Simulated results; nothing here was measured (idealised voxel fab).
Proc. module: voxel capacitor over wiring
Square cell edge 5 nm, section width 175 nm, ID cut.
For the purposes of this document, a cross-section shall be understood as a grid of square cells, specified as bands listed in top-to-bottom order, each band consisting of one or more rows of cells. For a band, the entry starts with two heights in nm, that of the top and then that of the bottom, and carries on with the band's materials in order from left to right, each alongside its width in nm; the word "throughout" beside a single material means it fills the band edge to edge, and "empty" means empty space. The level at which height equals 0 is the one under which the wafer, as it arrives, is entirely one material. No lower edge exists for the bottom band, which continues downward and is notated as in "0 down". So if you see something like "30..40" for the width, read it as the top row of the band sitting at the first number and the bottom row at the second, with every row in between moving by the same amount as the last. No cell of the cross-section changed in a step that is given as "nothing changed". Listed in "Voids lacking openings": every empty space of 8 or more cells without an open way to the top. Form: width x height at distance, the distance being from the left edge, all in nm. Note: text after step settings on the step line = simulator remark on that step. "overlay nm" denotes, for a step that has a mask, the displacement of the mask to the right of its planned place, with negative values corresponding to the left.

# The steps planned for the process are as follows
- 1: op RECEIVE | material Si
- 2: op CONFORMAL_DEP | material SiO2 | thk nm 10
- 3: op DIRECTIONAL_DEP | material TiN | thk nm 5
- 4: op DIRECTIONAL_DEP | material W | thk nm 20
- 5: op DIRECTIONAL_DEP | material aC | thk nm 10
- 6: op PATTERN | tone cover | mask id METAL_1 | material resist | width nm 30 | pitch nm 80 | thk nm 25 | overlay nm 0
- 7: op DIRECTIONAL_ETCH | etch materials aC | depth nm 10
- 8: op STRIP | etch materials resist
- 9: op DIRECTIONAL_ETCH | etch materials W | depth nm 20
- 10: op DIRECTIONAL_ETCH | etch materials TiN | depth nm 5
- 11: op STRIP | etch materials aC
- 12: op CONFORMAL_DEP | material SiCN | thk nm 5
- 13: op FILL_DEP | material lowk | thk nm 10
- 14: op CMP | height nm 35
- 15: op CONFORMAL_DEP | material SiCN | thk nm 5
- 16: op DIRECTIONAL_DEP | material lowk | thk nm 10
- 17: op PATTERN | tone open | mask id PLUG_1 | material resist | width nm 15 | thk nm 15 | overlay nm 0
- 18: op DIRECTIONAL_ETCH | etch materials lowk | depth nm 10
- 19: op DIRECTIONAL_ETCH | etch materials SiCN | depth nm 5
- 20: op STRIP | etch materials resist
- 21: op EPI | material Ru | thk nm 10
- 22: op EPI | material Ru | thk nm 5
- 23: op DIRECTIONAL_DEP | material TiN | thk nm 10
- 24: op DIRECTIONAL_DEP | material SiN | thk nm 5
- 25: op DIRECTIONAL_DEP | material TiN | thk nm 10
- 26: op PATTERN | tone cover | mask id UPPER_PLATE | material resist | width nm 55 | thk nm 15 | overlay nm 0
- 27: op DIRECTIONAL_ETCH | etch materials TiN | depth nm 10
- 28: op DIRECTIONAL_ETCH | etch materials SiN | depth nm 5
- 29: op STRIP | etch materials resist
- 30: op MASKED_ETCH | tone cover | mask id LOWER_PLATE | width nm 65 | etch materials TiN | depth nm 10 | overlay nm 0
- 31: op FILL_DEP | material SiO2 | thk nm 20
- 32: op CMP | height nm 90
- 33: op PATTERN | tone open | mask id PLUG_2 | material resist | width nm 15 | thk nm 15 | overlay nm 0
- 34: op DIRECTIONAL_ETCH | etch materials SiO2 | depth nm 15
- 35: op STRIP | etch materials resist
- 36: op CONFORMAL_DEP | material TiN | thk nm 5
- 37: op FILL_DEP | material Ru | thk nm 10
- 38: op CMP | height nm 90
- 39: op CONFORMAL_DEP | material SiCN | thk nm 5

# Wafer cross-section on receipt, i.e. after step 1
  0 down: Si throughout
  Voids lacking openings: none

# Cross-sectional view of the first of the two wafers upon completion of the module, processed in accordance with the plan
  95 to 90: SiCN throughout
  90 to 80: SiO2=55  TiN=5  Ru=5  TiN=5  SiO2=105
  80 to 75: SiO2=55  TiN=15  SiO2=105
  75 to 65: SiO2=45  TiN=55  SiO2=75
  65 to 60: SiO2=45  SiN=55  SiO2=75
  60 to 50: SiO2=40  TiN=65  SiO2=70
  50 to 40: lowk=45  Ru=15  lowk=115
  40 to 35: SiCN=45  Ru=15  SiCN=115
  35 to 15: lowk=25  SiCN=5  W=30  SiCN=5  lowk=40  SiCN=5  W=30  SiCN=5  lowk=30
  15 to 10: SiCN=30  TiN=30  SiCN=50  TiN=30  SiCN=35
  10 to 0: SiO2 throughout
  0 down: Si throughout
  Voids lacking openings: none

# Cross-sectional view: second of two wafers, end of module; start and plan identical to the first, one mistake in running
  95 to 90: SiCN throughout
  90 to 80: SiO2=55  TiN=5  Ru=5  TiN=5  SiO2=105
  80 to 75: SiO2=55  TiN=15  SiO2=105
  75 to 65: SiO2=60  TiN=40  SiO2=75
  65 to 60: SiO2=60  SiN=40  SiO2=75
  60 to 50: SiO2=40  TiN=65  SiO2=70
  50 to 45: lowk=45  SiN=15  lowk=115
  45 to 40: lowk=45  TiN=15  lowk=115
  40 to 35: SiCN=45  TiN=15  SiCN=115
  35 to 30: lowk=25  SiCN=40  lowk=40  SiCN=40  lowk=30
  30 to 15: lowk=25  SiCN=5  W=30  SiCN=5  lowk=40  SiCN=5  W=30  SiCN=5  lowk=30
  15 to 10: SiCN=30  W=30  SiCN=50  W=30  SiCN=35
  10 to 0: SiO2 throughout
  0 down: Si throughout
  Voids lacking openings: none
What was done differently from what was planned? step 3 from the plan never happened, it was just skipped
Counted in cells at the end, the second wafer holds more or fewer of these materials than the first: Ru: 9 fewer | SiCN: 12 more | SiO2: 9 more | TiN: 12 fewer
